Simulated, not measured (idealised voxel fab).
Name of the process module below: voxel fin reveal
The cross-section on display is named cut; it measures 200 nm wide, and its cells are 5 nm squares.
Cross-section, as written here: a square-cell grid given band by band from the top down, where a band holds one or more rows of cells. In this notation a band is specified by the heights of its top and bottom, in that order and in nm, after which its materials appear from left to right, each paired with its width in nm. The word "all across" attached to a single material means that material fills the band from edge to edge; the word "blank" stands for empty space. Height datum 0, below which the as-received substrate wafer is one material. Lowest band open at the bottom, running downward: "from 0 down". A width given as "30 to 40" starts at the first number in the band's top row and ends at the second number in its bottom row, shifting by an equal amount at every step from row to row. For the purposes of this document, the phrase "no change occurred" attached to a step denotes that no cell within the cross-section was modified by that step. The entry "Completely enclosed voids" lists the empty spaces that cover at least 8 cells and have no open path to the top. Each is written as width x height at distance, where the distance is measured from the left edge and all three values are in nm. What comes after the settings on a step's line is commentary from the simulator itself on that step. On any step carrying a mask, the "overlay nm" setting, if present on the step's line, tells how far right of its planned place the mask lay; negative values point to the left.
plan
- 1: RECEIVE,material Si
- 2: CONFORMAL_DEP,material SiN,thk nm 10
- 3: MASKED_ETCH,tone cover,mask id FINS,width nm 15,pitch nm 35,etch materials SiN,depth nm 10,overlay nm 0
- 4: MASKED_ETCH,tone cover,mask id FINS,width nm 15,pitch nm 35,etch materials Si,depth nm 40,overlay nm -15
- 5: FILL_DEP,material SiO2,thk nm 15
- 6: CMP,height nm 10
- 7: SELECTIVE_ETCH,etch materials SiO2,depth nm 25
- 8: STRIP,etch materials SiN
varied across the wafers: overlay nm of step 4. The plan shows the first wafer's value. All wafers start alike
Received wafers, first of several: cross-section after step 1
    from 0 down | Si all across
    Completely enclosed voids: none
Cross-section after step 8, the final step of the module, for the first of several wafers
    from 0 to -15 | blank=60 / Si=30 / blank=5 / Si=30 / blank=75
    from -15 to -40 | SiO2=60 / Si=30 / SiO2=5 / Si=30 / SiO2=75
    from -40 down | Si all across
    Completely enclosed voids: none
X-section, last wafer, module end
    from 0 to -15 | blank=75 / Si=30 / blank=5 / Si=30 / blank=60
    from -15 to -40 | SiO2=75 / Si=30 / SiO2=5 / Si=30 / SiO2=60
    from -40 down | Si all across
    Completely enclosed voids: none
End of module, by wafer: material-by-material cell gain (+) or loss (-) since receipt, then closed voids
overlay nm -15, -224 Si, +140 SiO2, Completely enclosed voids: none
overlay nm -10, -240 Si, +150 SiO2, Completely enclosed voids: none
overlay nm -5, -256 Si, +160 SiO2, Completely enclosed voids: none
overlay nm 0, -272 Si, +170 SiO2, Completely enclosed voids: none
overlay nm 5, -256 Si, +160 SiO2, Completely enclosed voids: none
overlay nm 10, -240 Si, +150 SiO2, Completely enclosed voids: none
overlay nm 15, -224 Si, +140 SiO2, Completely enclosed voids: none
